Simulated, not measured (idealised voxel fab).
process module | voxel trench capacitor
It is cross-section cut that appears here, measuring 255 nm in width, its square cells being 5 nm in size.
In what follows, cross-sections appear as grids of square cells, described through bands that run from the top down, where every band is one or more rows of cells.
Top, bottom (nm), then materials left to right with widths (nm); lone material tagged "all across" fills the whole band edge to edge; "air" = empty space.
Beneath 0, the wafer as received is one material, and that level is where height counting begins. The lowest band goes on downward without a bottom; it is written like "0 -> down".
It should be noted that a width expressed as "30..40" varies in equal increments from row to row of cells within the band, taking the value of the first number at the top row and that of the second number at the bottom row.
"left unchanged" -> step changed no cross-section cell.
"Fully enclosed voids" specifies each empty space that is not open to the top and that occupies no fewer than 8 cells, using the form width x height at distance, the distance measured from the left edge and all three quantities in nm.
That trailing text on a step's line, after the settings, is the simulator's own remark on the step.
overlay nm: on a step with a mask, how far right of its planned place the mask lay; negative means left.
**These are the steps we planned for the process**
1,RECEIVE [material Si]
2,CONFORMAL_DEP [material SiN] [thk nm 10]
3,DIRECTIONAL_DEP [material aC] [thk nm 15]
4,PATTERN [tone open] [mask id TRENCH] [material resist] [width nm 20] [pitch nm 45] [thk nm 30] [overlay nm 0]
5,DIRECTIONAL_ETCH [etch materials aC] [depth nm 15]
6,STRIP [etch materials resist]
7,DIRECTIONAL_ETCH [etch materials SiN] [depth nm 10]
8,DIRECTIONAL_ETCH [etch materials Si] [depth nm 30]
9,STRIP [etch materials aC]
10,CONFORMAL_DEP [material SiO2] [thk nm 5]
11,FILL_DEP [material polySi] [thk nm 10]
12,CMP [height nm 10]
**Step 1 complete: cross-section of the wafer as received**
* 0 -> down | Si all across
* Fully enclosed voids: none
**Sectioned view, first of two wafers, at the close of the module, processed as intended in the plan**
* 10 -> 0 | 50 nm SiN | 5 nm SiO2 | 10 nm polySi | 5 nm SiO2 | 25 nm SiN | 5 nm SiO2 | 10 nm polySi | 5 nm SiO2 | 25 nm SiN | 5 nm SiO2 | 10 nm polySi | 5 nm SiO2 | 25 nm SiN | 5 nm SiO2 | 10 nm polySi | 5 nm SiO2 | 50 nm SiN
* 0 -> -25 | 50 nm Si | 5 nm SiO2 | 10 nm polySi | 5 nm SiO2 | 25 nm Si | 5 nm SiO2 | 10 nm polySi | 5 nm SiO2 | 25 nm Si | 5 nm SiO2 | 10 nm polySi | 5 nm SiO2 | 25 nm Si | 5 nm SiO2 | 10 nm polySi | 5 nm SiO2 | 50 nm Si
* -25 -> -30 | 50 nm Si | 20 nm SiO2 | 25 nm Si | 20 nm SiO2 | 25 nm Si | 20 nm SiO2 | 25 nm Si | 20 nm SiO2 | 50 nm Si
* -30 -> down | Si all across
* Fully enclosed voids: none
**Second of two wafers, module complete, sectioned: it shares the first wafer's start and plan but was run with one mistake**
* 10 -> 0 | 55 nm SiN | 10 nm polySi | 35 nm SiN | 10 nm polySi | 35 nm SiN | 10 nm polySi | 35 nm SiN | 10 nm polySi | 55 nm SiN
* 0 -> -25 | 50 nm Si | 5 nm SiN | 10 nm polySi | 5 nm SiN | 25 nm Si | 5 nm SiN | 10 nm polySi | 5 nm SiN | 25 nm Si | 5 nm SiN | 10 nm polySi | 5 nm SiN | 25 nm Si | 5 nm SiN | 10 nm polySi | 5 nm SiN | 50 nm Si
* -25 -> -30 | 50 nm Si | 20 nm SiN | 25 nm Si | 20 nm SiN | 25 nm Si | 20 nm SiN | 25 nm Si | 20 nm SiN | 50 nm Si
* -30 -> down | Si all across
* Fully enclosed voids: none
Short version of what went wrong: in deviation from the planned setting, step 10 was conducted as CONFORMAL_DEP [material SiN] [thk nm 5]
Once processing is complete, comparing cell counts shows that the second wafer has more or fewer of certain materials than the first: +72 SiN | -72 SiO2
